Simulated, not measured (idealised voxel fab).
process module | voxel fin reveal
cross-section cut | 160 nm wide | cells 5 nm
A cross-section is a grid of square cells, given in bands from the top down. A band is one or more rows of cells.
Each band's line starts with the height of the band's top and of its bottom, in nm. Then come its materials from left to right, each with its width in nm. One material with "throughout" fills the band from edge to edge. "air" is empty space.
Height 0 is the level under which the wafer as received is all one material. The lowest band goes on downwards, as in "0 down".
A width such as "30 to 40" changes by the same amount from each row of cells to the next, from the band's top row to its bottom row.
"no change" after a step means that no cell of the cross-section changed.
closed voids: empty space of 8 cells or more with no open way to the top, each as width x height at its distance from the left edge, in nm
after a step's settings: what the simulator itself notes on the step
overlay nm, on a step with a mask: how far to the right of its planned place the mask lay; to the left if negative
plan
1 op RECEIVE | material Si
2 op CONFORMAL_DEP | material SiN | thk nm 10
3 op DIRECTIONAL_DEP | material aC | thk nm 15
4 op PATTERN | tone cover | mask id FINS | material resist | width nm 15 | pitch nm 40 | thk nm 35 | overlay nm -15
5 op DIRECTIONAL_ETCH | etch materials aC | depth nm 15
6 op STRIP | etch materials resist
7 op DIRECTIONAL_ETCH | etch materials SiN | depth nm 10
8 op DIRECTIONAL_ETCH | etch materials Si | depth nm 30
9 op STRIP | etch materials aC
10 op FILL_DEP | material SiO2 | thk nm 15
11 op CMP | height nm 10
12 op SELECTIVE_ETCH | etch materials SiO2 | depth nm 25
13 op STRIP | etch materials SiN
14 op CONFORMAL_DEP | material HfO2 | thk nm 5
varied across the wafers: overlay nm of step 4. The plan shows the first wafer's value. All wafers start alike
first wafer as received, after step 1
  0 down: Si throughout
  closed voids: none
first wafer at the end, after step 14
  5 to 0: air 10 | HfO2 25 | air 15 | HfO2 25 | air 15 | HfO2 25 | air 45
  0 to -10: air 10 | HfO2 5 | Si 15 | HfO2 5 | air 15 | HfO2 5 | Si 15 | HfO2 5 | air 15 | HfO2 5 | Si 15 | HfO2 5 | air 45
  -10 to -15: HfO2 15 | Si 15 | HfO2 25 | Si 15 | HfO2 25 | Si 15 | HfO2 50
  -15 to -30: SiO2 15 | Si 15 | SiO2 25 | Si 15 | SiO2 25 | Si 15 | SiO2 50
  -30 down: Si throughout
  closed voids: none
last wafer at the end
  5 to 0: air 40 | HfO2 25 | air 15 | HfO2 25 | air 15 | HfO2 25 | air 15
  0 to -10: air 40 | HfO2 5 | Si 15 | HfO2 5 | air 15 | HfO2 5 | Si 15 | HfO2 5 | air 15 | HfO2 5 | Si 15 | HfO2 5 | air 15
  -10 to -15: HfO2 45 | Si 15 | HfO2 25 | Si 15 | HfO2 25 | Si 15 | HfO2 20
  -15 to -30: SiO2 45 | Si 15 | SiO2 25 | Si 15 | SiO2 25 | Si 15 | SiO2 20
  -30 down: Si throughout
  closed voids: none
each wafer at the end: cells of each material gained (+) or lost (-) since it was received, then its closed voids
overlay nm -15 | +50 HfO2 | -138 Si | +69 SiO2 | closed voids: none
overlay nm -10 | +50 HfO2 | -138 Si | +69 SiO2 | closed voids: none
overlay nm -5 | +50 HfO2 | -138 Si | +69 SiO2 | closed voids: none
overlay nm 0 | +50 HfO2 | -138 Si | +69 SiO2 | closed voids: none
overlay nm 5 | +50 HfO2 | -138 Si | +69 SiO2 | closed voids: none
overlay nm 10 | +50 HfO2 | -138 Si | +69 SiO2 | closed voids: none
overlay nm 15 | +50 HfO2 | -138 Si | +69 SiO2 | closed voids: none
